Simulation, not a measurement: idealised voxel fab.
Title: Process Module voxel ribs on slabs
Cross-sectional view cut (width: 255 nm; square cell size: 5 nm).
Cross-section layout: square cells on a grid; listed as bands, top to bottom; a band spans one or more cell rows. Top, bottom (nm), then materials left to right with widths (nm); lone material tagged "throughout" fills the whole band edge to edge; "empty" = empty space. Basically, 0 is our baseline, since under it the wafer straight out of the box is all one material. The bottom band has no lower end and keeps on going down, so it looks like "from 0 down". The width entry "30 to 40" should be interpreted row by row: the top row of cells in the band takes the first number, the bottom row takes the second number, and the change between adjacent rows is uniform throughout. Any step labelled "no modification" changed none of the cells in the cross-section. "Closed cavities": sealed empty spaces, 8 cells or more, no open way to top, listed width x height at distance, with distance from the left edge and width, height and distance in nm. The remark found on a step's line after its settings is issued by the simulator itself and pertains to that step. You can add "overlay nm" to a step's line. For a step with a mask, it describes how far the mask lay to the right of its planned position, and a negative number describes a lay to the left.

**plan**
| 1 | op RECEIVE | material Si |
| 2 | op DIRECTIONAL_DEP | material SiO2 | thk nm 25 |
| 3 | op DIRECTIONAL_DEP | material polySi | thk nm 25 |
| 4 | op MASKED_ETCH | tone cover | mask id RIB | width nm 20 | etch materials polySi | depth nm 5 | overlay nm 0 |
| 5 | op DIRECTIONAL_DEP | material aC | thk nm 15 |
| 6 | op PATTERN | tone cover | mask id SLAB | material resist | width nm 70 | thk nm 30 | overlay nm 0 |
| 7 | op DIRECTIONAL_ETCH | etch materials aC | depth nm 15 |
| 8 | op STRIP | etch materials resist |
| 9 | op DIRECTIONAL_ETCH | etch materials polySi | depth nm 20 |
| 10 | op STRIP | etch materials aC |
| 11 | op FILL_DEP | material SiO2 | thk nm 15 |
| 12 | op CMP | height nm 60 |
| 13 | op DIRECTIONAL_DEP | material TiN | thk nm 5 |
| 14 | op MASKED_ETCH | tone cover | mask id HEATER | width nm 30 | etch materials TiN | depth nm 5 | overlay nm 0 |
| 15 | op CONFORMAL_DEP | material SiO2 | thk nm 10 |

**Incoming wafer in cross-section (state: after step 1)**
* from 0 down: Si throughout
* Closed cavities: none

**Run as planned - first of the two wafers cross-sectioned at the end of the module**
* from 75 to 70: empty=100 / SiO2=50 / empty=105
* from 70 to 65: SiO2 throughout
* from 65 to 60: SiO2=110 / TiN=30 / SiO2=115
* from 60 to 50: SiO2 throughout
* from 50 to 45: SiO2=115 / polySi=20 / SiO2=120
* from 45 to 25: SiO2=90 / polySi=70 / SiO2=95
* from 25 to 0: SiO2 throughout
* from 0 down: Si throughout
* Closed cavities: none

**Here is the second of the two wafers cut open at the end of the module - same start, same plan as the first one, but we made one mistake running it**
* from 75 to 70: empty=100 / SiO2=50 / empty=105
* from 70 to 65: SiO2 throughout
* from 65 to 60: SiO2=110 / TiN=30 / SiO2=115
* from 60 to 50: SiO2 throughout
* from 50 to 45: SiO2=115 / polySi=20 / SiO2=120
* from 45 to 25: SiO2=100 / polySi=70 / SiO2=85
* from 25 to 0: SiO2 throughout
* from 0 down: Si throughout
* Closed cavities: none
Processing error: for step 6, the planned setting was not used; the step was instead run as op PATTERN | tone cover | mask id SLAB | material resist | width nm 70 | thk nm 30 | overlay nm 10
At the end, each material covers as many cells on the second wafer as it does on the first, though the cells it covers are elsewhere.
